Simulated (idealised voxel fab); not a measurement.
Proc. module: voxel tone inversion
This is section cut - it's 230 nm across, gridded in 5 nm square cells.
A cross-section is written here as square cells arranged in a grid, and it is given in bands from the top down, each band taking up one or more rows of cells.
Each band's line starts with the height of the band's top and of its bottom, in nm. Then come its materials from left to right, each with its width in nm. One material with "all across" fills the band from edge to edge. "air" is empty space.
A quick word on heights: they are counted from 0, and under that level the wafer as it came to us is one material throughout. The lowest band is different from the rest in having no bottom; it simply continues downward, written as in "0 down".
The expression "30 to 40" gives the width at the extremes of the band, the first number at its top row of cells and the second at its bottom row, with the width changing by equal amounts from each row to the next in between.
"no change" for a step: no cell of the cross-section changed in that step.
What "Fully sealed cavities" gives you is every empty space of 8 cells or more that is cut off from the top. Each appears as width x height at distance, with the distance taken from the left edge and width, height and distance all in nm.
Text after the settings on a step's line: the simulator's own remark on that step.
"overlay nm" answers the question of how far to the right of plan the mask lay on a step that has a mask, and when it is negative the answer is to the left.
# The planned process steps are enumerated hereunder
1,RECEIVE,material Si
2,CONFORMAL_DEP,material SiCN,thk nm 5
3,DIRECTIONAL_DEP,material polySi,thk nm 25
4,PATTERN,tone cover,mask id POSTS,material resist,width nm 25,pitch nm 50,thk nm 35,overlay nm 0
5,DIRECTIONAL_ETCH,etch materials polySi,depth nm 25
6,STRIP,etch materials resist
7,FILL_DEP,material lowk,thk nm 5
8,CMP,height nm 30
9,STRIP,etch materials polySi
# Delivered wafer in cross-section: state after step 1
- 0 down = Si all across
- Fully sealed cavities: none
# Cross-section, end of module. Start: as above. Plan: as above. Execution: one mistake
- 30 to 5 = 60 nm lowk; 25 nm air; 25 nm lowk; 25 nm air; 25 nm lowk; 25 nm air; 45 nm lowk
- 5 to 0 = SiCN all across
- 0 down = Si all across
- Fully sealed cavities: none
Plan not followed: the process deviated at step 4: the operation and settings actually run there were PATTERN,tone cover,mask id POSTS,material resist,width nm 25,pitch nm 50,thk nm 35,overlay nm 10
